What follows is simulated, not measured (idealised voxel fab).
The following process module bears the name voxel trench capacitor.
In the cross-section labelled cut, the width is 225 nm and each square cell is 5 nm.
A cross-section is written here as square cells arranged in a grid, and it is given in bands from the top down, each band taking up one or more rows of cells. The band entry comprises the height of the band's top followed by the height of its bottom, expressed in nm, and subsequently the band's materials from left to right, each stated together with its width in nm. Where a single material is marked with the word "everywhere", that material fills the band from edge to edge. The word "blank" represents empty space. Heights are measured from 0, the level below which the as-received wafer is all one material; the lowest band has no bottom and continues downward, written as in "0 -> down". The two numbers in a width such as "30->40" mark its ends across the band: the first belongs to the top row of cells, the second to the bottom row, and from each row to the next the width moves by the same amount. A step reported as "remained the same" is a step in which no cell of the cross-section changed. Entry "Trapped cavities" = empty spaces >= 8 cells with no open way to the top; each as width x height at distance, distance from left edge, all nm. Where a step's line continues beyond its settings, the continuation is a remark by the simulator itself on that step. overlay nm: mask offset rightward from planned place, masked step; negative means leftward offset.
PROCESS STEPS - PLAN
1. RECEIVE [material Si]
2. CONFORMAL_DEP [material SiN] [thk nm 5]
3. PATTERN [tone open] [mask id TRENCH] [material resist] [width nm 30] [pitch nm 55] [thk nm 20] [overlay nm 0]
4. DIRECTIONAL_ETCH [etch materials SiN] [depth nm 5]
5. DIRECTIONAL_ETCH [etch materials Si] [depth nm 35]
6. STRIP [etch materials resist]
7. CONFORMAL_DEP [material Al2O3] [thk nm 5]
8. CONFORMAL_DEP [material TiN] [thk nm 5]
9. FILL_DEP [material W] [thk nm 5]
10. CMP [height nm 5]
HERE'S WHAT THE WAFER LOOKED LIKE IN CROSS-SECTION WHEN IT ARRIVED - THAT'S AFTER STEP 1
	0 -> down  Si everywhere
	Trapped cavities: none
CROSS-SECTIONAL IMAGE OF THE FIRST OF TWO WAFERS AT THE END OF THE MODULE, THE RUN HAVING PROCEEDED AS PLANNED
	5 -> 0  40 SiN, 5 Al2O3, 5 TiN, 10 W, 5 TiN, 5 Al2O3, 25 SiN, 5 Al2O3, 5 TiN, 10 W, 5 TiN, 5 Al2O3, 25 SiN, 5 Al2O3, 5 TiN, 10 W, 5 TiN, 5 Al2O3, 45 SiN
	0 -> -25  40 Si, 5 Al2O3, 5 TiN, 10 W, 5 TiN, 5 Al2O3, 25 Si, 5 Al2O3, 5 TiN, 10 W, 5 TiN, 5 Al2O3, 25 Si, 5 Al2O3, 5 TiN, 10 W, 5 TiN, 5 Al2O3, 45 Si
	-25 -> -30  40 Si, 5 Al2O3, 20 TiN, 5 Al2O3, 25 Si, 5 Al2O3, 20 TiN, 5 Al2O3, 25 Si, 5 Al2O3, 20 TiN, 5 Al2O3, 45 Si
	-30 -> -35  40 Si, 30 Al2O3, 25 Si, 30 Al2O3, 25 Si, 30 Al2O3, 45 Si
	-35 -> down  Si everywhere
	Trapped cavities: none
THIS CROSS-SECTION BELONGS TO THE SECOND WAFER OF TWO AT THE END OF THE MODULE; THE START AND THE PLAN WERE SHARED WITH THE FIRST, AND THE RUN INCLUDED ONE MISTAKE
	5 -> 0  30 SiN, 5 Al2O3, 5 TiN, 10 W, 5 TiN, 5 Al2O3, 25 SiN, 5 Al2O3, 5 TiN, 10 W, 5 TiN, 5 Al2O3, 25 SiN, 5 Al2O3, 5 TiN, 10 W, 5 TiN, 5 Al2O3, 55 SiN
	0 -> -25  30 Si, 5 Al2O3, 5 TiN, 10 W, 5 TiN, 5 Al2O3, 25 Si, 5 Al2O3, 5 TiN, 10 W, 5 TiN, 5 Al2O3, 25 Si, 5 Al2O3, 5 TiN, 10 W, 5 TiN, 5 Al2O3, 55 Si
	-25 -> -30  30 Si, 5 Al2O3, 20 TiN, 5 Al2O3, 25 Si, 5 Al2O3, 20 TiN, 5 Al2O3, 25 Si, 5 Al2O3, 20 TiN, 5 Al2O3, 55 Si
	-30 -> -35  30 Si, 30 Al2O3, 25 Si, 30 Al2O3, 25 Si, 30 Al2O3, 55 Si
	-35 -> down  Si everywhere
	Trapped cavities: none
Plan not followed: it should be noted that step 3 was executed with settings other than those planned, the operation and settings actually applied being PATTERN [tone open] [mask id TRENCH] [material resist] [width nm 30] [pitch nm 55] [thk nm 20] [overlay nm -10]
Tallied in cells, the final second wafer holds each material in the same quantity as the first, although not at the same places.
